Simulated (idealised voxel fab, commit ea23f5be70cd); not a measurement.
Proc. module: voxel capacitor over wiring
cross-section cut | 145 nm wide | cells 5 nm
Cross-sections here: square-cell grids, written as top-down lists of bands, a band being one or more rows of cells. Band: top and bottom heights (nm) first, top before bottom; then materials from left to right, widths in nm. "edge to edge" marks a sole material filling the band edge to edge. "blank" denotes empty space. Height 0 is the level under which the wafer as received is all one material. The lowest band goes on downwards, as in "from 0 down". It should be noted that a width expressed as "30..40" varies in equal increments from row to row of cells within the band, taking the value of the first number at the top row and that of the second number at the bottom row. Key: "no modification" - step with no changed cell in the cross-section. Closed empty spaces (no open way to the top) of 8 cells or more are what "Voids, fully enclosed" lists, each as width x height at distance from the left edge, nm for all three. On each step's line, the part that comes after the settings is the simulator's own comment on the step. The line of a step may include "overlay nm". On a step with a mask, this value is how far to the right of its planned place the mask lay. A negative value means the mask lay to the left.
Process steps (planned):
1) RECEIVE with material Si
2) CONFORMAL_DEP with material SiO2, thk nm 15
3) CONFORMAL_DEP with material SiN, thk nm 5
4) DIRECTIONAL_DEP with material SiO2, thk nm 15
5) MASKED_ETCH with tone open, mask id METAL_1, width nm 25, pitch nm 75, etch materials SiO2, depth nm 15, overlay nm 0
6) MASKED_ETCH with tone open, mask id METAL_1, width nm 25, pitch nm 75, etch materials SiN, depth nm 5, overlay nm 0
7) CONFORMAL_DEP with material TiN, thk nm 5
8) FILL_DEP with material Ru, thk nm 10
9) CMP with height nm 35
10) CONFORMAL_DEP with material SiCN, thk nm 5
11) DIRECTIONAL_DEP with material lowk, thk nm 15
12) PATTERN with tone open, mask id PLUG_1, material resist, width nm 15, thk nm 15, overlay nm 0
13) DIRECTIONAL_ETCH with etch materials lowk, depth nm 15
14) DIRECTIONAL_ETCH with etch materials SiCN, depth nm 5
15) STRIP with etch materials resist
16) EPI with material Ru, thk nm 10
17) EPI with material Ru, thk nm 10
18) DIRECTIONAL_DEP with material TiN, thk nm 5
19) DIRECTIONAL_DEP with material HfO2, thk nm 5
20) DIRECTIONAL_DEP with material TiN, thk nm 10
21) DIRECTIONAL_DEP with material aC, thk nm 15
22) PATTERN with tone cover, mask id UPPER_PLATE, material resist, width nm 55, thk nm 30, overlay nm 0
23) DIRECTIONAL_ETCH with etch materials aC, depth nm 15
24) STRIP with etch materials resist
25) DIRECTIONAL_ETCH with etch materials TiN, depth nm 10
26) DIRECTIONAL_ETCH with etch materials HfO2, depth nm 5
27) STRIP with etch materials aC
28) MASKED_ETCH with tone cover, mask id LOWER_PLATE, width nm 65, etch materials TiN, depth nm 5, overlay nm 0
29) FILL_DEP with material SiO2, thk nm 15
30) CMP with height nm 85
31) MASKED_ETCH with tone open, mask id PLUG_2, width nm 15, etch materials SiO2, depth nm 10, overlay nm 0
32) CONFORMAL_DEP with material TiN, thk nm 5
33) FILL_DEP with material W, thk nm 5
34) CMP with height nm 85
35) CONFORMAL_DEP with material SiN, thk nm 5
As-received state of the wafer in cross-section, equivalent to post-step 1:
  from 0 down: Si edge to edge
  Voids, fully enclosed: none
The following cross-section depicts the wafer upon conclusion of the module. Processing commenced from the starting condition illustrated above and adhered to the plan illustrated above, save for one mistake in execution:
  from 90 to 85: SiN edge to edge
  from 85 to 80: SiO2 40, then TiN 5, then W 5, then TiN 5, then SiO2 90
  from 80 to 75: SiO2 40, then TiN 15, then SiO2 90
  from 75 to 65: SiO2 30, then TiN 15, then SiO2 30, then TiN 10, then SiO2 60
  from 65 to 60: SiO2 30, then HfO2 15, then SiO2 30, then HfO2 10, then SiO2 60
  from 60 to 55: SiO2 25, then TiN 20, then SiO2 30, then TiN 15, then SiO2 55
  from 55 to 45: Ru 30, then lowk 15, then TiN 30, then Ru 65, then SiO2 5
  from 45 to 40: Ru 30, then lowk 15, then HfO2 30, then Ru 65, then SiO2 5
  from 40 to 35: Ru 30, then SiCN 15, then TiN 30, then Ru 65, then SiO2 5
  from 35 to 20: SiO2 20, then TiN 5, then Ru 15, then TiN 5, then SiO2 50, then TiN 5, then Ru 15, then TiN 5, then SiO2 25
  from 20 to 15: SiN 20, then TiN 25, then SiN 50, then TiN 25, then SiN 25
  from 15 to 0: SiO2 edge to edge
  from 0 down: Si edge to edge
  Voids, fully enclosed: none
Heads up, the wafer didn't run the way we planned it: step 12 did not use the planned setting and instead ran as PATTERN with tone cover, mask id PLUG_1, material resist, width nm 15, thk nm 15, overlay nm 0
